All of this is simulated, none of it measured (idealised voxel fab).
The name of this process module is voxel double patterning.
Section shown: cut. Width: 260 nm. Cell size: 5 nm, square.
In what follows, cross-sections appear as grids of square cells, described through bands that run from the top down, where every band is one or more rows of cells. Top, bottom (nm), then materials left to right with widths (nm); lone material tagged "throughout" fills the whole band edge to edge; "blank" = empty space. It should be noted that heights are counted from 0, beneath which the wafer as supplied is of one material throughout, and that the lowest band possesses no lower boundary but continues downward, as written in "0 down". Graded width ("30 to 40"): value in top row of band = first number; value in bottom row = second number; row-to-row change constant. Step marked "nothing changed"? Then no cell in the cross-section changed in it. "Listed closed voids" contains a list of empty spaces, each no smaller than 8 cells and without an open way to the top, written in the form width x height at distance with the distance from the left edge and all three in nm. On each step's line, the part that comes after the settings is the simulator's own comment on the step. Regarding "overlay nm": on a step with a mask, it is the distance the mask lay to the right of its planned place; a negative value places it to the left.

Process steps (planned)
1,RECEIVE | material Si
2,CONFORMAL_DEP | material SiO2 | thk nm 5
3,DIRECTIONAL_DEP | material TiN | thk nm 10
4,DIRECTIONAL_DEP | material SiCN | thk nm 10
5,DIRECTIONAL_DEP | material aC | thk nm 10
6,PATTERN | tone open | mask id FIRST | material resist | width nm 15 | pitch nm 50 | thk nm 30 | overlay nm 0
7,DIRECTIONAL_ETCH | etch materials aC | depth nm 10
8,STRIP | etch materials resist
9,DIRECTIONAL_ETCH | etch materials SiCN | depth nm 10
10,STRIP | etch materials aC
11,PATTERN | tone open | mask id SECOND | material resist | width nm 15 | thk nm 15 | overlay nm 0
12,DIRECTIONAL_ETCH | etch materials SiCN | depth nm 10
13,STRIP | etch materials resist
14,DIRECTIONAL_ETCH | etch materials TiN | depth nm 10
15,STRIP | etch materials SiCN

Cross-section, incoming material, after step 1
  0 down: Si throughout
  Listed closed voids: none

Result of the module, cross-sectioned: start per above, plan per above, one error in how it was run
  15 to 5: TiN 90, then blank 25, then TiN 5, then blank 15, then TiN 5, then blank 25, then TiN 95
  5 to 0: SiO2 throughout
  0 down: Si throughout
  Listed closed voids: none
Processing error: the process deviated at step 6: the operation and settings actually run there were PATTERN | tone open | mask id FIRST | material resist | width nm 25 | pitch nm 50 | thk nm 30 | overlay nm 0
